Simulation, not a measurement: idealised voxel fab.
The following is a process module called voxel self aligned contacts.
Each square cell in cross-section cut measures 5 nm, and the section as a whole is 220 nm wide.
Think of the cross-section as a grid of square cells. We describe it in bands, top to bottom, and each band covers one or more rows of those cells.
Quick guide to a band line: top height, bottom height (nm) up front; then every material left to right with its width in nm. Only one material and it's marked "throughout"? Then it fills the band edge to edge. And "blank" just means empty space.
The level at which height equals 0 is the one under which the wafer, as it arrives, is entirely one material. No lower edge exists for the bottom band, which continues downward and is notated as in "from 0 down".
You'd read "30 to 40" like this: the band's top row of cells is as wide as the first number, its bottom row is as wide as the second, and going down, every row changes width by the same amount as the row before did.
Key: "remains unaltered" - step with no changed cell in the cross-section.
"Enclosed internal cavities" means: voids of 8 cells or more that are shut off from the top with no open way through. Written width x height at distance, distance from the left edge, in nm.
Read whatever lies past the settings on a step's line as the simulator's own remark about the step.
A step line may carry the setting "overlay nm", which, for steps involving a mask, states the distance by which the mask lay to the right of its intended position; negative values denote displacement to the left.

[plan]
1 RECEIVE (material Si)
2 OXIDIZE (depth nm 5)
3 DIRECTIONAL_DEP (material polySi; thk nm 30)
4 DIRECTIONAL_DEP (material SiN; thk nm 15)
5 MASKED_ETCH (tone cover; mask id GATE; width nm 30; pitch nm 60; etch materials SiN; depth nm 15; overlay nm 0)
6 MASKED_ETCH (tone cover; mask id GATE; width nm 30; pitch nm 60; etch materials polySi; depth nm 30; overlay nm 0)
7 CONFORMAL_DEP (material SiN; thk nm 5)
8 DIRECTIONAL_ETCH (etch materials SiN; depth nm 5)
9 FILL_DEP (material SiO2; thk nm 15)
10 CMP (height nm 55)
11 PATTERN (tone open; mask id CONTACT; material resist; width nm 40; pitch nm 60; thk nm 20; overlay nm 0)
12 DIRECTIONAL_ETCH (etch materials SiO2; depth nm 60)
13 STRIP (etch materials resist)
14 CONFORMAL_DEP (material TiN; thk nm 5)
15 FILL_DEP (material W; thk nm 5)
16 CMP (height nm 55)
17 CONFORMAL_DEP (material SiN; thk nm 5)

[Cross-section of the wafer upon arrival, representing the state reached after step 1]
> from 0 down: Si throughout
> Enclosed internal cavities: none

[What the wafer looks like in cross-section after this module, when it starts as shown above and follows the plan above but one mistake is made in running it]
> from 60 to 55: SiN throughout
> from 55 to 50: SiO2: 30 | SiN: 40 | TiN: 5 | W: 10 | TiN: 5 | SiN: 40 | TiN: 5 | W: 10 | TiN: 5 | SiN: 40 | SiO2: 30
> from 50 to 45: SiO2: 30 | SiN: 40 | TiN: 20 | SiN: 40 | TiN: 20 | SiN: 40 | SiO2: 30
> from 45 to 30: SiN throughout
> from 30 to 0: polySi throughout
> from 0 to -5: SiO2 throughout
> from -5 down: Si throughout
> Enclosed internal cavities: none
Finding, execution versus plan: heads up, step 4 of the plan got done twice
